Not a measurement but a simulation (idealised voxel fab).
You're looking at the process module voxel ribs on slabs.
We display cut, a cross-section 265 nm in width whose square cells are each 5 nm.
In what follows, cross-sections appear as grids of square cells, described through bands that run from the top down, where every band is one or more rows of cells.
For a band, the entry starts with two heights in nm, that of the top and then that of the bottom, and carries on with the band's materials in order from left to right, each alongside its width in nm; the word "everywhere" beside a single material means it fills the band edge to edge, and "blank" means empty space.
It should be noted that heights are counted from 0, beneath which the wafer as supplied is of one material throughout, and that the lowest band possesses no lower boundary but continues downward, as written in "0 -> down".
Per-row width for "30->40": begins at first number (top row of band), ends at second number (bottom row), increment between rows held constant.
When a step is marked "nothing different", none of the cells in the cross-section changed during that step.
"Fully sealed voids" lists enclosed empty spaces (at least 8 cells, no open path upward to the top), each as width x height at distance from the left edge, in nm.
Anything after a step's settings on that line? It's the simulator's own note about the step.
"overlay nm", when on a step's line for a step with a mask, measures how far to the right of its planned place the mask lay; a negative measure means to the left.
# List of planned process steps
1. RECEIVE with material Si
2. DIRECTIONAL_DEP with material SiO2, thk nm 20
3. DIRECTIONAL_DEP with material polySi, thk nm 20
4. DIRECTIONAL_DEP with material aC, thk nm 15
5. PATTERN with tone cover, mask id RIB, material resist, width nm 20, thk nm 30, overlay nm 0
6. DIRECTIONAL_ETCH with etch materials aC, depth nm 15
7. STRIP with etch materials resist
8. DIRECTIONAL_ETCH with etch materials polySi, depth nm 10
9. STRIP with etch materials aC
10. MASKED_ETCH with tone cover, mask id SLAB, width nm 50, etch materials polySi, depth nm 10, overlay nm 0
11. FILL_DEP with material SiO2, thk nm 15
12. CMP with height nm 50
13. DIRECTIONAL_DEP with material W, thk nm 10
14. MASKED_ETCH with tone cover, mask id HEATER, width nm 30, etch materials W, depth nm 10, overlay nm 0
15. CONFORMAL_DEP with material SiN, thk nm 5
# Incoming wafer in cross-section (state: after step 1)
- 0 -> down: Si everywhere
- Fully sealed voids: none
# End-of-module XS, first of two wafers, run as planned
- 65 -> 60: blank 110 / SiN 40 / blank 115
- 60 -> 55: blank 110 / SiN 5 / W 30 / SiN 5 / blank 115
- 55 -> 50: SiN 115 / W 30 / SiN 120
- 50 -> 40: SiO2 everywhere
- 40 -> 30: SiO2 120 / polySi 20 / SiO2 125
- 30 -> 20: SiO2 105 / polySi 50 / SiO2 110
- 20 -> 0: SiO2 everywhere
- 0 -> down: Si everywhere
- Fully sealed voids: none
# Second wafer of the two, sectioned at the end of the module. It began like the first and followed the same plan, but one mistake was made while running it
- 65 -> 60: blank 110 / SiN 40 / blank 115
- 60 -> 55: blank 110 / SiN 5 / W 30 / SiN 5 / blank 115
- 55 -> 50: SiN 115 / W 30 / SiN 120
- 50 -> 40: SiO2 everywhere
- 40 -> 30: SiO2 105 / polySi 15 / SiO2 20 / polySi 15 / SiO2 110
- 30 -> 20: polySi everywhere
- 20 -> 0: SiO2 everywhere
- 0 -> down: Si everywhere
- Fully sealed voids: none
Plan not followed: step 5 ran with different settings than intended, the actual operation and settings being PATTERN with tone open, mask id RIB, material resist, width nm 20, thk nm 30, overlay nm 0
Final cells, second wafer relative to first, materials higher or lower: 90 fewer of SiO2, 90 more of polySi
